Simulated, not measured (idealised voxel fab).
The following process module bears the name voxel self aligned contacts.
Cross-section cut: width 295 nm, square cells of 5 nm.
Notation: cross-section as square-cell grid; stated in bands, top first, going down; one or more cell rows per band. This entry defines a band. It first specifies the height of the band's top and the height of its bottom in nm, and then specifies the band's materials from left to right, stating each material with its width in nm. The word "throughout" identifies a single material that fills the band from edge to edge, while the word "empty" identifies empty space. Heads up on the height convention: 0 is the point under which the incoming wafer is all one material, and the lowest band has no bottom, it just keeps going down, like "top 0, no bottom". The notation "30 to 40" denotes a width that varies across the rows of cells in the band, beginning at the first number in the top row, finishing at the second number in the bottom row, and changing by an identical amount from each row to the next. "no modification" (step): cross-section cells unchanged, all of them. "Non-vented voids" enumerates empty spaces isolated from the top, with no open way to it, that contain at least 8 cells, giving each as width x height at distance from the left edge, all three in nm. Past the settings on a step's line: simulator remark, on that step. If you see "overlay nm" on a step's line and that step has a mask, it's telling you how far right of where it was planned the mask ended up; a negative number means it went left instead.

This section lists the process steps that were planned
1: RECEIVE (material Si)
2: OXIDIZE (depth nm 5)
3: DIRECTIONAL_DEP (material polySi; thk nm 30)
4: DIRECTIONAL_DEP (material SiN; thk nm 20)
5: PATTERN (tone cover; mask id GATE; material resist; width nm 30; pitch nm 65; thk nm 15; overlay nm 0)
6: DIRECTIONAL_ETCH (etch materials SiN; depth nm 20)
7: DIRECTIONAL_ETCH (etch materials polySi; depth nm 30)
8: STRIP (etch materials resist)
9: CONFORMAL_DEP (material SiN; thk nm 5)
10: DIRECTIONAL_ETCH (etch materials SiN; depth nm 5)
11: FILL_DEP (material SiO2; thk nm 15)
12: CMP (height nm 60)
13: PATTERN (tone open; mask id CONTACT; material resist; width nm 45; thk nm 20; overlay nm 0)
14: DIRECTIONAL_ETCH (etch materials SiO2; depth nm 65)
15: STRIP (etch materials resist)
16: CONFORMAL_DEP (material TiN; thk nm 5)
17: FILL_DEP (material Ru; thk nm 10)
18: CMP (height nm 60)
19: CONFORMAL_DEP (material SiCN; thk nm 5)

So this is the incoming wafer in cross-section - it's already been through step 1
	top 0, no bottom = Si throughout
	Non-vented voids: none

Final wafer profile in cross-section after the module, from the same start and plan as above, with one mistake made during processing
	top 65, bottom 60 = SiCN throughout
	top 60, bottom 50 = SiO2=130, TiN=5 to 10, Ru=25 to 15, TiN=5 to 10, SiO2=130
	top 50, bottom 30 = SiO2=95, SiN=40, TiN=5, Ru=15, TiN=5, SiN=40, SiO2=95
	top 30, bottom 0 = SiO2=95, SiN=5, polySi=30, SiN=5, TiN=5, Ru=15, TiN=5, SiN=5, polySi=30, SiN=5, SiO2=95
	top 0, bottom -5 = SiO2=135, TiN=25, SiO2=135
	top -5, no bottom = Si throughout
	Non-vented voids: none
Nonconformance to the process plan: off-plan run, step 13, actual operation and settings PATTERN (tone open; mask id CONTACT; material resist; width nm 35; thk nm 20; overlay nm 0)
